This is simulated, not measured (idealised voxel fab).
process module | voxel plated lines
cross-section cut | 215 nm wide | cells 5 nm
A cross-section is a grid of square cells, given in bands from the top down. A band is one or more rows of cells.
Each band's line starts with the height of the band's top and of its bottom, in nm. Then come its materials from left to right, each with its width in nm. One material with "throughout" fills the band from edge to edge. "air" is empty space.
Height 0 is the level under which the wafer as received is all one material. The lowest band goes on downwards, as in "0 down".
A width such as "30 to 40" changes by the same amount from each row of cells to the next, from the band's top row to its bottom row.
"no change" after a step means that no cell of the cross-section changed.
closed voids: empty space of 8 cells or more with no open way to the top, each as width x height at its distance from the left edge, in nm
after a step's settings: what the simulator itself notes on the step
overlay nm, on a step with a mask: how far to the right of its planned place the mask lay; to the left if negative
plan
1 op RECEIVE | material Si
2 op CONFORMAL_DEP | material SiO2 | thk nm 5
3 op DIRECTIONAL_DEP | material TiN | thk nm 5
4 op PATTERN | tone open | mask id LINES | material resist | width nm 30 | pitch nm 60 | thk nm 35 | overlay nm 0
5 op EPI | material Ru | thk nm 10
6 op EPI | material Ru | thk nm 5
7 op EPI | material Ru | thk nm 10
8 op STRIP | etch materials resist
9 op DIRECTIONAL_ETCH | etch materials TiN | depth nm 5
10 op CONFORMAL_DEP | material SiCN | thk nm 5
as received, after step 1
  0 down: Si throughout
  closed voids: none
first wafer at the end, as planned
  40 to 35: air 55 | SiCN 40 | air 20 | SiCN 40 | air 60
  35 to 10: air 55 | SiCN 5 | Ru 30 | SiCN 5 | air 20 | SiCN 5 | Ru 30 | SiCN 5 | air 60
  10 to 5: SiCN 60 | TiN 30 | SiCN 30 | TiN 30 | SiCN 65
  5 to 0: SiO2 throughout
  0 down: Si throughout
  closed voids: none
second wafer at the end: like start, like plan, one mistake
  40 to 35: air 65 | SiCN 40 | air 20 | SiCN 40 | air 50
  35 to 10: air 65 | SiCN 5 | Ru 30 | SiCN 5 | air 20 | SiCN 5 | Ru 30 | SiCN 5 | air 50
  10 to 5: SiCN 70 | TiN 30 | SiCN 30 | TiN 30 | SiCN 55
  5 to 0: SiO2 throughout
  0 down: Si throughout
  closed voids: none
what went wrong: step 4 ran as: op PATTERN | tone open | mask id LINES | material resist | width nm 30 | pitch nm 60 | thk nm 35 | overlay nm 10
at the end the second wafer has, in cells: as many of each material as the first, in other places
